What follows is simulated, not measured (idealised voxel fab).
A process module follows: voxel double patterning.
Pictured: cross-section cut, 230 nm wide, on a grid of 5 nm square cells.
Cross-section, as written here: a square-cell grid given band by band from the top down, where a band holds one or more rows of cells. Read a band's entry like this: the first values are the height of its top and the height of its bottom in nm, and what follows is the sequence of materials from left to right, each with its width in nm. Note that "blank" is empty space, and that a single material marked "full width" reaches across the band from edge to edge. Height reference: 0 = level under which incoming wafer is all one material. Lowest band: no bottom, runs on downward, e.g. "0 nm and below". Note: "30->40" means the width goes from the first number (top row of the band) to the second number (bottom row) in equal steps per row of cells. Basically "changes: none" means that step didn't change any cell in the cross-section. This entry, "Unvented internal voids", enumerates those empty regions of no fewer than 8 cells that possess no open connection to the top. Each region is reported in the form width x height at distance, the distance being taken from the left edge, with all three quantities expressed in nm. Whatever follows a step's settings on its line is a remark the simulator itself makes about that step. The optional step-line setting "overlay nm" applies to steps with a mask and quantifies how far to the right of its planned location the mask lay, a negative value indicating leftward placement.

Here's what the planned process steps look like:
step 1: RECEIVE | material Si
step 2: CONFORMAL_DEP | material SiO2 | thk nm 5
step 3: DIRECTIONAL_DEP | material W | thk nm 20
step 4: DIRECTIONAL_DEP | material SiCN | thk nm 10
step 5: DIRECTIONAL_DEP | material aC | thk nm 10
step 6: PATTERN | tone open | mask id FIRST | material resist | width nm 15 | pitch nm 50 | thk nm 25 | overlay nm 0
step 7: DIRECTIONAL_ETCH | etch materials aC | depth nm 10
step 8: STRIP | etch materials resist
step 9: DIRECTIONAL_ETCH | etch materials SiCN | depth nm 10
step 10: STRIP | etch materials aC
step 11: MASKED_ETCH | tone open | mask id SECOND | width nm 15 | pitch nm 50 | etch materials SiCN | depth nm 10 | overlay nm 0
step 12: DIRECTIONAL_ETCH | etch materials W | depth nm 20
step 13: STRIP | etch materials SiCN

Here's what the wafer looked like in cross-section when it arrived - that's after step 1:
	0 nm and below | Si full width
	Unvented internal voids: none

First of two wafers at the end of the module, shown in cross-section; run carried out as planned:
	25 nm to 5 nm | 55 W  15 blank  10 W  15 blank  10 W  15 blank  10 W  15 blank  10 W  15 blank  60 W
	5 nm to 0 nm | SiO2 full width
	0 nm and below | Si full width
	Unvented internal voids: none

End-of-module cross-section of the second wafer: identical starting point and process plan to the first, with one processing mistake:
	45 nm to 25 nm | 55 W  15 blank  10 W  15 blank  10 W  15 blank  10 W  15 blank  10 W  15 blank  60 W
	25 nm to 5 nm | W full width
	5 nm to 0 nm | SiO2 full width
	0 nm and below | Si full width
	Unvented internal voids: none
Short version of what went wrong: the plan had its step 3 run twice
FYI, end of process, the second wafer has more or fewer cells of some materials than the first: 184 more of W
